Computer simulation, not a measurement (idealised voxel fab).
process module | voxel self aligned vias
cross-section cut | 285 nm wide | cells 5 nm
A cross-section is a grid of square cells, given in bands from the top down. A band is one or more rows of cells.
Each band's line starts with the height of the band's top and of its bottom, in nm. Then come its materials from left to right, each with its width in nm. One material with "throughout" fills the band from edge to edge. "air" is empty space.
Height 0 is the level under which the wafer as received is all one material. The lowest band goes on downwards, as in "0 down".
A width such as "30 to 40" changes by the same amount from each row of cells to the next, from the band's top row to its bottom row.
"no change" after a step means that no cell of the cross-section changed.
closed voids: empty space of 8 cells or more with no open way to the top, each as width x height at its distance from the left edge, in nm
after a step's settings: what the simulator itself notes on the step
overlay nm, on a step with a mask: how far to the right of its planned place the mask lay; to the left if negative
plan
1 op RECEIVE | material Si
2 op CONFORMAL_DEP | material SiO2 | thk nm 15
3 op CONFORMAL_DEP | material SiCN | thk nm 5
4 op DIRECTIONAL_DEP | material SiO2 | thk nm 20
5 op DIRECTIONAL_DEP | material aC | thk nm 15
6 op PATTERN | tone open | mask id LINES | material resist | width nm 20 | pitch nm 55 | thk nm 30 | overlay nm 0
7 op DIRECTIONAL_ETCH | etch materials aC | depth nm 15
8 op STRIP | etch materials resist
9 op DIRECTIONAL_ETCH | etch materials SiO2 | depth nm 20
10 op STRIP | etch materials aC
11 op CONFORMAL_DEP | material TiN | thk nm 5
12 op FILL_DEP | material Ru | thk nm 5
13 op CMP | height nm 40
14 op SELECTIVE_ETCH | etch materials W Ru TiN | depth nm 10
15 op FILL_DEP | material SiN | thk nm 10
16 op CMP | height nm 40
17 op DIRECTIONAL_DEP | material SiO2 | thk nm 20
18 op PATTERN | tone open | mask id VIAS | material resist | width nm 30 | thk nm 15 | overlay nm 0
19 op DIRECTIONAL_ETCH | etch materials SiO2 | depth nm 20
20 op DIRECTIONAL_ETCH | etch materials SiN | depth nm 10
21 op STRIP | etch materials resist
22 op CONFORMAL_DEP | material TiN | thk nm 5
23 op FILL_DEP | material Cu | thk nm 5
24 op CMP | height nm 60
25 op CONFORMAL_DEP | material SiCN | thk nm 5
first wafer, as planned
as received, after step 1
  0 down: Si throughout
  closed voids: none
after step 2
  15 to 0: SiO2 throughout
  below 0: unchanged
after step 3
  20 to 15: SiCN throughout
  below 15: unchanged
after step 4
  40 to 20: SiO2 throughout
  below 20: unchanged
after step 5
  55 to 40: aC throughout
  below 40: unchanged
after step 6
  85 to 55: resist 105 | air 20 | resist 35 | air 20 | resist 105
  below 55: unchanged
after step 7
  70 to 55: resist 105 | air 20 | resist 35 | air 20 | resist 105
  55 to 40: aC 105 | air 20 | aC 35 | air 20 | aC 105
  below 40: unchanged
after step 8
  55 to 40: aC 105 | air 20 | aC 35 | air 20 | aC 105
  below 40: unchanged
after step 9
  55 to 40: aC 105 | air 20 | aC 35 | air 20 | aC 105
  40 to 20: SiO2 105 | air 20 | SiO2 35 | air 20 | SiO2 105
  below 20: unchanged
after step 10
  40 to 20: SiO2 105 | air 20 | SiO2 35 | air 20 | SiO2 105
  below 20: unchanged
after step 11
  45 to 40: TiN 110 | air 10 | TiN 45 | air 10 | TiN 110
  40 to 25: SiO2 105 | TiN 5 | air 10 | TiN 5 | SiO2 35 | TiN 5 | air 10 | TiN 5 | SiO2 105
  25 to 20: SiO2 105 | TiN 20 | SiO2 35 | TiN 20 | SiO2 105
  below 20: unchanged
after step 12
  50 to 45: Ru throughout
  45 to 40: TiN 110 | Ru 10 | TiN 45 | Ru 10 | TiN 110
  40 to 25: SiO2 105 | TiN 5 | Ru 10 | TiN 5 | SiO2 35 | TiN 5 | Ru 10 | TiN 5 | SiO2 105
  below 25: unchanged
after step 13
  40 to 25: SiO2 105 | TiN 5 | Ru 10 | TiN 5 | SiO2 35 | TiN 5 | Ru 10 | TiN 5 | SiO2 105
  below 25: unchanged
after step 14
  40 to 30: SiO2 105 | air 20 | SiO2 35 | air 20 | SiO2 105
  below 30: unchanged
after step 15
  50 to 40: SiN throughout
  40 to 30: SiO2 105 | SiN 20 | SiO2 35 | SiN 20 | SiO2 105
  below 30: unchanged
after step 16
  40 to 30: SiO2 105 | SiN 20 | SiO2 35 | SiN 20 | SiO2 105
  below 30: unchanged
after step 17
  60 to 40: SiO2 throughout
  below 40: unchanged
after step 18
  75 to 60: resist 100 | air 30 | resist 155
  below 60: unchanged
after step 19
  75 to 60: resist 100 | air 30 | resist 155
  60 to 40: SiO2 100 | air 30 | SiO2 155
  below 40: unchanged
after step 20
  75 to 60: resist 100 | air 30 | resist 155
  60 to 40: SiO2 100 | air 30 | SiO2 155
  40 to 30: SiO2 105 | air 20 | SiO2 35 | SiN 20 | SiO2 105
  below 30: unchanged
after step 21
  60 to 40: SiO2 100 | air 30 | SiO2 155
  below 40: unchanged
after step 22
  65 to 60: TiN 105 | air 20 | TiN 160
  60 to 45: SiO2 100 | TiN 5 | air 20 | TiN 5 | SiO2 155
  45 to 40: SiO2 100 | TiN 10 | air 10 | TiN 10 | SiO2 155
  40 to 35: SiO2 105 | TiN 5 | air 10 | TiN 5 | SiO2 35 | SiN 20 | SiO2 105
  35 to 30: SiO2 105 | TiN 20 | SiO2 35 | SiN 20 | SiO2 105
  below 30: unchanged
after step 23
  70 to 65: Cu throughout
  65 to 60: TiN 105 | Cu 20 | TiN 160
  60 to 45: SiO2 100 | TiN 5 | Cu 20 | TiN 5 | SiO2 155
  45 to 40: SiO2 100 | TiN 10 | Cu 10 | TiN 10 | SiO2 155
  40 to 35: SiO2 105 | TiN 5 | Cu 10 | TiN 5 | SiO2 35 | SiN 20 | SiO2 105
  below 35: unchanged
after step 24
  60 to 45: SiO2 100 | TiN 5 | Cu 20 | TiN 5 | SiO2 155
  below 45: unchanged
after step 25
  65 to 60: SiCN throughout
  below 60: unchanged
second wafer: like start, like plan, one mistake. Through step 3 it matches the first wafer
when step 4 should have ended
  35 to 20: SiO2 throughout
  below 20: unchanged
when step 5 should have ended
  50 to 35: aC throughout
  below 35: unchanged
when step 6 should have ended
  80 to 50: resist 105 | air 20 | resist 35 | air 20 | resist 105
  below 50: unchanged
when step 7 should have ended
  65 to 50: resist 105 | air 20 | resist 35 | air 20 | resist 105
  50 to 35: aC 105 | air 20 | aC 35 | air 20 | aC 105
  below 35: unchanged
when step 8 should have ended
  50 to 35: aC 105 | air 20 | aC 35 | air 20 | aC 105
  below 35: unchanged
when step 9 should have ended
  50 to 35: aC 105 | air 20 | aC 35 | air 20 | aC 105
  35 to 20: SiO2 105 | air 20 | SiO2 35 | air 20 | SiO2 105
  below 20: unchanged
when step 10 should have ended
  35 to 20: SiO2 105 | air 20 | SiO2 35 | air 20 | SiO2 105
  below 20: unchanged
when step 11 should have ended
  40 to 35: TiN 110 | air 10 | TiN 45 | air 10 | TiN 110
  35 to 25: SiO2 105 | TiN 5 | air 10 | TiN 5 | SiO2 35 | TiN 5 | air 10 | TiN 5 | SiO2 105
  25 to 20: SiO2 105 | TiN 20 | SiO2 35 | TiN 20 | SiO2 105
  below 20: unchanged
when step 12 should have ended
  45 to 40: Ru throughout
  40 to 35: TiN 110 | Ru 10 | TiN 45 | Ru 10 | TiN 110
  35 to 25: SiO2 105 | TiN 5 | Ru 10 | TiN 5 | SiO2 35 | TiN 5 | Ru 10 | TiN 5 | SiO2 105
  below 25: unchanged
when step 13 should have ended
  40 to 35: TiN 110 | Ru 10 | TiN 45 | Ru 10 | TiN 110
  below 35: unchanged
when step 14 should have ended
  35 to 30: SiO2 105 | air 20 | SiO2 35 | air 20 | SiO2 105
  below 30: unchanged
when step 15 should have ended
  45 to 35: SiN throughout
  35 to 30: SiO2 105 | SiN 20 | SiO2 35 | SiN 20 | SiO2 105
  below 30: unchanged
when step 16 should have ended
  40 to 35: SiN throughout
  below 35: unchanged
when step 17 should have ended
  60 to 40: SiO2 throughout
  below 40: unchanged
when step 18 should have ended
  75 to 60: resist 100 | air 30 | resist 155
  below 60: unchanged
when step 19 should have ended
  75 to 60: resist 100 | air 30 | resist 155
  60 to 40: SiO2 100 | air 30 | SiO2 155
  below 40: unchanged
when step 20 should have ended
  75 to 60: resist 100 | air 30 | resist 155
  60 to 40: SiO2 100 | air 30 | SiO2 155
  40 to 35: SiN 100 | air 30 | SiN 155
  35 to 30: SiO2 105 | air 20 | SiO2 35 | SiN 20 | SiO2 105
  below 30: unchanged
when step 21 should have ended
  60 to 40: SiO2 100 | air 30 | SiO2 155
  below 40: unchanged
when step 22 should have ended
  65 to 60: TiN 105 | air 20 | TiN 160
  60 to 40: SiO2 100 | TiN 5 | air 20 | TiN 5 | SiO2 155
  40 to 35: SiN 100 | TiN 10 | air 10 | TiN 10 | SiN 155
  35 to 30: SiO2 105 | TiN 20 | SiO2 35 | SiN 20 | SiO2 105
  below 30: unchanged
when step 23 should have ended
  70 to 65: Cu throughout
  65 to 60: TiN 105 | Cu 20 | TiN 160
  60 to 40: SiO2 100 | TiN 5 | Cu 20 | TiN 5 | SiO2 155
  40 to 35: SiN 100 | TiN 10 | Cu 10 | TiN 10 | SiN 155
  below 35: unchanged
when step 24 should have ended
  60 to 40: SiO2 100 | TiN 5 | Cu 20 | TiN 5 | SiO2 155
  below 40: unchanged
when step 25 should have ended
  65 to 60: SiCN throughout
  below 60: unchanged
what went wrong: step 4 ran as: op DIRECTIONAL_DEP | material SiO2 | thk nm 15
at the end the second wafer has, in cells: 2 more of Cu | 47 more of SiN | 49 fewer of SiO2
